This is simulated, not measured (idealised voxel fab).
The following process module bears the name voxel wiring stack.
The cross-section on display is named cut; it measures 210 nm wide, and its cells are 5 nm squares.
Think of the cross-section as a grid of square cells. We describe it in bands, top to bottom, and each band covers one or more rows of those cells. Heights first: top, then bottom, in nm. Then materials, left to right, each with a width in nm. "full width" on a single material: fills the band edge to edge. "blank": empty space. For the purposes of this specification, 0 denotes the height below which the wafer in its as-received condition is composed wholly of one material, and the lowermost band, lacking a lower limit, extends downward without end, as expressed in "from 0 down". Per-row width for "30->40": begins at first number (top row of band), ends at second number (bottom row), increment between rows held constant. Given "remained unchanged" for a step, no cell of the cross-section differs between before and after that step. Entry "Non-vented voids". Content: empty spaces with no open connection to the top, size 8 cells or greater. Each: width x height at distance. Distance: from left edge. Unit: nm. Post-settings text on a step line: simulator's own remark regarding the step. What "overlay nm" on a step's line means: if the step has a mask, that mask lay this far to the right of its planned place, or, when the value is negative, to the left.
## Process steps - plan
1 RECEIVE, material Si
2 CONFORMAL_DEP, material SiO2, thk nm 10
3 DIRECTIONAL_DEP, material TiN, thk nm 5
4 DIRECTIONAL_DEP, material W, thk nm 15
5 PATTERN, tone cover, mask id METAL_1, material resist, width nm 30, pitch nm 60, thk nm 15, overlay nm 0
6 DIRECTIONAL_ETCH, etch materials W, depth nm 15
7 DIRECTIONAL_ETCH, etch materials TiN, depth nm 5
8 STRIP, etch materials resist
9 FILL_DEP, material SiO2, thk nm 5
10 CMP, height nm 30
11 CONFORMAL_DEP, material SiCN, thk nm 5
12 DIRECTIONAL_DEP, material SiO2, thk nm 10
13 DIRECTIONAL_DEP, material aC, thk nm 10
14 PATTERN, tone open, mask id PLUG_1, material resist, width nm 15, pitch nm 60, thk nm 25, overlay nm 0
15 DIRECTIONAL_ETCH, etch materials aC, depth nm 10
16 STRIP, etch materials resist
17 DIRECTIONAL_ETCH, etch materials SiO2, depth nm 10
18 DIRECTIONAL_ETCH, etch materials SiCN, depth nm 5
19 STRIP, etch materials aC
20 EPI, material Ru, thk nm 10
21 EPI, material Ru, thk nm 5
22 CONFORMAL_DEP, material SiN, thk nm 5
23 DIRECTIONAL_DEP, material SiO2, thk nm 15
24 DIRECTIONAL_DEP, material aC, thk nm 15
25 PATTERN, tone open, mask id METAL_2, material resist, width nm 30, pitch nm 60, thk nm 30, overlay nm 0
26 DIRECTIONAL_ETCH, etch materials aC, depth nm 15
27 STRIP, etch materials resist
28 DIRECTIONAL_ETCH, etch materials SiO2, depth nm 15
29 DIRECTIONAL_ETCH, etch materials SiN, depth nm 5
30 STRIP, etch materials aC
31 CONFORMAL_DEP, material TiN, thk nm 5
32 FILL_DEP, material W, thk nm 10
33 CMP, height nm 65
34 CONFORMAL_DEP, material SiCN, thk nm 5
35 DIRECTIONAL_DEP, material lowk, thk nm 15
36 DIRECTIONAL_DEP, material aC, thk nm 10
37 PATTERN, tone open, mask id PLUG_2, material resist, width nm 15, pitch nm 60, thk nm 25, overlay nm 0
38 DIRECTIONAL_ETCH, etch materials aC, depth nm 10
39 STRIP, etch materials resist
40 DIRECTIONAL_ETCH, etch materials lowk, depth nm 15
41 DIRECTIONAL_ETCH, etch materials SiCN, depth nm 5
42 STRIP, etch materials aC
43 EPI, material Ru, thk nm 10
44 EPI, material Ru, thk nm 10
45 DIRECTIONAL_DEP, material TiN, thk nm 5
46 DIRECTIONAL_DEP, material Ru, thk nm 15
47 DIRECTIONAL_DEP, material aC, thk nm 10
48 PATTERN, tone cover, mask id METAL_3, material resist, width nm 30, pitch nm 60, thk nm 25, overlay nm 0
49 DIRECTIONAL_ETCH, etch materials aC, depth nm 10
50 STRIP, etch materials resist
51 DIRECTIONAL_ETCH, etch materials Ru, depth nm 15
52 DIRECTIONAL_ETCH, etch materials TiN, depth nm 5
53 STRIP, etch materials aC
54 FILL_DEP, material lowk, thk nm 5
55 CMP, height nm 105
56 CONFORMAL_DEP, material SiCN, thk nm 5
57 DIRECTIONAL_DEP, material SiO2, thk nm 20
58 MASKED_ETCH, tone open, mask id PLUG_3, width nm 15, pitch nm 120, etch materials SiO2, depth nm 20, overlay nm 0
59 MASKED_ETCH, tone open, mask id PLUG_3, width nm 15, pitch nm 120, etch materials SiCN, depth nm 5, overlay nm 0
60 CONFORMAL_DEP, material TiN, thk nm 5
61 FILL_DEP, material Cu, thk nm 5
62 CMP, height nm 130
63 DIRECTIONAL_DEP, material TiN, thk nm 5
64 DIRECTIONAL_DEP, material W, thk nm 15
65 PATTERN, tone cover, mask id METAL_4, material resist, width nm 30, pitch nm 60, thk nm 15, overlay nm 0
66 DIRECTIONAL_ETCH, etch materials W, depth nm 15
67 DIRECTIONAL_ETCH, etch materials TiN, depth nm 5
68 STRIP, etch materials resist
69 FILL_DEP, material lowk, thk nm 10
70 CMP, height nm 150
71 CONFORMAL_DEP, material SiCN, thk nm 5
## Here's what the wafer looked like in cross-section when it arrived - that's after step 1
    from 0 down | Si full width
    Non-vented voids: none
## Starting structure and process plan are as shown above, but one mistake was made in running the module; the wafer cross-section at the end of the module follows
    from 155 to 150 | SiCN full width
    from 150 to 135 | lowk=30  W=30  lowk=30  W=30  lowk=30  W=30  lowk=30
    from 135 to 130 | lowk=30  TiN=30  lowk=30  TiN=30  lowk=30  TiN=30  lowk=30
    from 130 to 110 | SiO2=30  TiN=5  Cu=5  TiN=5  SiO2=105  TiN=5  Cu=5  TiN=5  SiO2=45
    from 110 to 105 | SiCN=30  TiN=15  SiCN=105  TiN=15  SiCN=45
    from 105 to 90 | lowk=30  Ru=30  lowk=30  Ru=30  lowk=30  Ru=30  lowk=30
    from 90 to 85 | lowk=30  TiN=30  lowk=30  TiN=30  lowk=30  TiN=30  lowk=30
    from 85 to 70 | lowk=30  Ru=15  lowk=45  Ru=15  lowk=45  Ru=15  lowk=45
    from 70 to 65 | SiCN=30  Ru=15  SiCN=45  Ru=15  SiCN=45  Ru=15  SiCN=45
    from 65 to 50 | W full width
    from 50 to 45 | SiN full width
    from 45 to 35 | SiO2=30  Ru=15  SiO2=45  Ru=15  SiO2=45  Ru=15  SiO2=45
    from 35 to 30 | SiCN=30  Ru=15  SiCN=45  Ru=15  SiCN=45  Ru=15  SiCN=45
    from 30 to 15 | SiO2=30  W=30  SiO2=30  W=30  SiO2=30  W=30  SiO2=30
    from 15 to 10 | SiO2=30  TiN=30  SiO2=30  TiN=30  SiO2=30  TiN=30  SiO2=30
    from 10 to 0 | SiO2 full width
    from 0 down | Si full width
    Non-vented voids: none
Run error: note that step 23 departed from the planned setting and was carried out as DIRECTIONAL_DEP, material W, thk nm 15
